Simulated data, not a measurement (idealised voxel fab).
Process module under the name voxel ribs on slabs
The cross-section shown here is cut; it is 265 nm wide and divided into square cells measuring 5 nm on a side.
How to read a cross-section here: the picture is a grid of square cells, written as bands going from the top down, and any band can span one or more rows of cells. Heads up on the band format: heights come first, top then bottom, in nm. After that it's the materials left to right, each with its width in nm. A single material flagged "edge to edge" fills the whole band edge to edge, and "empty" means there's empty space there. Measure heights from 0. That's the level where, below it, the as-received wafer is all one material. The lowest band is bottomless and extends downward; write it as in "top 0, no bottom". A two-number width, for instance "30 to 40", indicates that the width is equal to the first number in the top row of the band and to the second number in the bottom row, and that it changes by a constant amount per row of cells. Step marked "nothing was modified"? Then no cell in the cross-section changed in it. The list in "Enclosed void list" covers empty spaces of 8 cells or more that cannot reach the top through any open way, and it gives each as width x height at distance; the distance is from the left edge, and width, height and distance are in nm. Read whatever lies past the settings on a step's line as the simulator's own remark about the step. "overlay nm" denotes, for a step that has a mask, the displacement of the mask to the right of its planned place, with negative values corresponding to the left.

[Below is the list of planned process steps]
| 1 | RECEIVE (material Si) |
| 2 | DIRECTIONAL_DEP (material SiO2; thk nm 20) |
| 3 | DIRECTIONAL_DEP (material SiN; thk nm 25) |
| 4 | DIRECTIONAL_DEP (material aC; thk nm 10) |
| 5 | PATTERN (tone cover; mask id RIB; material resist; width nm 25; thk nm 25; overlay nm 0) |
| 6 | DIRECTIONAL_ETCH (etch materials aC; depth nm 10) |
| 7 | STRIP (etch materials resist) |
| 8 | DIRECTIONAL_ETCH (etch materials SiN; depth nm 20) |
| 9 | STRIP (etch materials aC) |
| 10 | MASKED_ETCH (tone cover; mask id SLAB; width nm 75; etch materials SiN; depth nm 5; overlay nm 0) |
| 11 | FILL_DEP (material SiO2; thk nm 15) |
| 12 | CMP (height nm 55) |
| 13 | DIRECTIONAL_DEP (material TiN; thk nm 5) |
| 14 | MASKED_ETCH (tone cover; mask id HEATER; width nm 35; etch materials TiN; depth nm 5; overlay nm 0) |
| 15 | CONFORMAL_DEP (material SiO2; thk nm 5) |

[The first of the two wafers, which ran as planned]

[Received-state cross-section, reflecting completion of step 1]
> top 0, no bottom  Si edge to edge
> Enclosed void list: none

[Presented here is a cross-section of the wafer after step 2 has been performed]
> top 20, bottom 0  SiO2 edge to edge
> For the remainder of the cross-section, below 0, there is no change.

[Presented here is a cross-section of the wafer after step 3 has been performed]
> top 45, bottom 20  SiN edge to edge
> For the remainder of the cross-section, below 20, there is no change.

[Presented here is a cross-section of the wafer after step 4 has been performed]
> top 55, bottom 45  aC edge to edge
> For the remainder of the cross-section, below 45, there is no change.

[Presented here is a cross-section of the wafer after step 5 has been performed]
> top 80, bottom 55  empty: 120 / resist: 25 / empty: 120
> For the remainder of the cross-section, below 55, there is no change.

[Presented here is a cross-section of the wafer after step 6 has been performed]
> top 70, bottom 55  empty: 120 / resist: 25 / empty: 120
> top 55, bottom 45  empty: 120 / aC: 25 / empty: 120
> For the remainder of the cross-section, below 45, there is no change.

[Presented here is a cross-section of the wafer after step 7 has been performed]
> top 55, bottom 45  empty: 120 / aC: 25 / empty: 120
> For the remainder of the cross-section, below 45, there is no change.

[Presented here is a cross-section of the wafer after step 8 has been performed]
> top 55, bottom 45  empty: 120 / aC: 25 / empty: 120
> top 45, bottom 25  empty: 120 / SiN: 25 / empty: 120
> For the remainder of the cross-section, below 25, there is no change.

[Presented here is a cross-section of the wafer after step 9 has been performed]
> top 45, bottom 25  empty: 120 / SiN: 25 / empty: 120
> For the remainder of the cross-section, below 25, there is no change.

[Presented here is a cross-section of the wafer after step 10 has been performed]
> top 45, bottom 25  empty: 120 / SiN: 25 / empty: 120
> top 25, bottom 20  empty: 95 / SiN: 75 / empty: 95
> For the remainder of the cross-section, below 20, there is no change.

[Presented here is a cross-section of the wafer after step 11 has been performed]
> top 60, bottom 45  SiO2 edge to edge
> top 45, bottom 25  SiO2: 120 / SiN: 25 / SiO2: 120
> top 25, bottom 20  SiO2: 95 / SiN: 75 / SiO2: 95
> For the remainder of the cross-section, below 20, there is no change.

[Presented here is a cross-section of the wafer after step 12 has been performed]
> top 55, bottom 45  SiO2 edge to edge
> For the remainder of the cross-section, below 45, there is no change.

[Presented here is a cross-section of the wafer after step 13 has been performed]
> top 60, bottom 55  TiN edge to edge
> For the remainder of the cross-section, below 55, there is no change.

[Presented here is a cross-section of the wafer after step 14 has been performed]
> top 60, bottom 55  empty: 115 / TiN: 35 / empty: 115
> For the remainder of the cross-section, below 55, there is no change.

[Presented here is a cross-section of the wafer after step 15 has been performed]
> top 65, bottom 60  empty: 110 / SiO2: 45 / empty: 110
> top 60, bottom 55  SiO2: 115 / TiN: 35 / SiO2: 115
> For the remainder of the cross-section, below 55, there is no change.

[Regarding the second of the two wafers: it shared the first wafer's starting condition and process plan, yet one error occurred during its execution. Its history coincides with that of the first wafer up to and including step 2]

[Cross-section of the second wafer at the time by which step 3 should have been completed according to the plan]
> top 45, bottom 20  TiN edge to edge
> For the remainder of the cross-section, below 20, there is no change.

[Cross-section of the second wafer at the time by which step 4 should have been completed according to the plan]
> top 55, bottom 45  aC edge to edge
> For the remainder of the cross-section, below 45, there is no change.

[Cross-section of the second wafer at the time by which step 5 should have been completed according to the plan]
> top 80, bottom 55  empty: 120 / resist: 25 / empty: 120
> For the remainder of the cross-section, below 55, there is no change.

[Cross-section of the second wafer at the time by which step 6 should have been completed according to the plan]
> top 70, bottom 55  empty: 120 / resist: 25 / empty: 120
> top 55, bottom 45  empty: 120 / aC: 25 / empty: 120
> For the remainder of the cross-section, below 45, there is no change.

[Cross-section of the second wafer at the time by which step 7 should have been completed according to the plan]
> top 55, bottom 45  empty: 120 / aC: 25 / empty: 120
> For the remainder of the cross-section, below 45, there is no change.

Cross-section of the second wafer at the time by which step 8 should have been completed according to the plan: nothing was modified

[Cross-section of the second wafer at the time by which step 9 should have been completed according to the plan]
> top 45, bottom 20  TiN edge to edge
> For the remainder of the cross-section, below 20, there is no change.

Cross-section of the second wafer at the time by which step 10 should have been completed according to the plan: nothing was modified

[Cross-section of the second wafer at the time by which step 11 should have been completed according to the plan]
> top 60, bottom 45  SiO2 edge to edge
> For the remainder of the cross-section, below 45, there is no change.

[Cross-section of the second wafer at the time by which step 12 should have been completed according to the plan]
> top 55, bottom 45  SiO2 edge to edge
> For the remainder of the cross-section, below 45, there is no change.

[Cross-section of the second wafer at the time by which step 13 should have been completed according to the plan]
> top 60, bottom 55  TiN edge to edge
> For the remainder of the cross-section, below 55, there is no change.

[Cross-section of the second wafer at the time by which step 14 should have been completed according to the plan]
> top 60, bottom 55  empty: 115 / TiN: 35 / empty: 115
> For the remainder of the cross-section, below 55, there is no change.

[Cross-section of the second wafer at the time by which step 15 should have been completed according to the plan]
> top 65, bottom 60  empty: 110 / SiO2: 45 / empty: 110
> top 60, bottom 55  SiO2: 115 / TiN: 35 / SiO2: 115
> For the remainder of the cross-section, below 55, there is no change.
What was the processing mistake? step 3 deviated from plan and actually ran as DIRECTIONAL_DEP (material TiN; thk nm 25)
The second wafer ends with more or fewer cells of some materials than the first, per final count: -35 SiN; -230 SiO2; +265 TiN
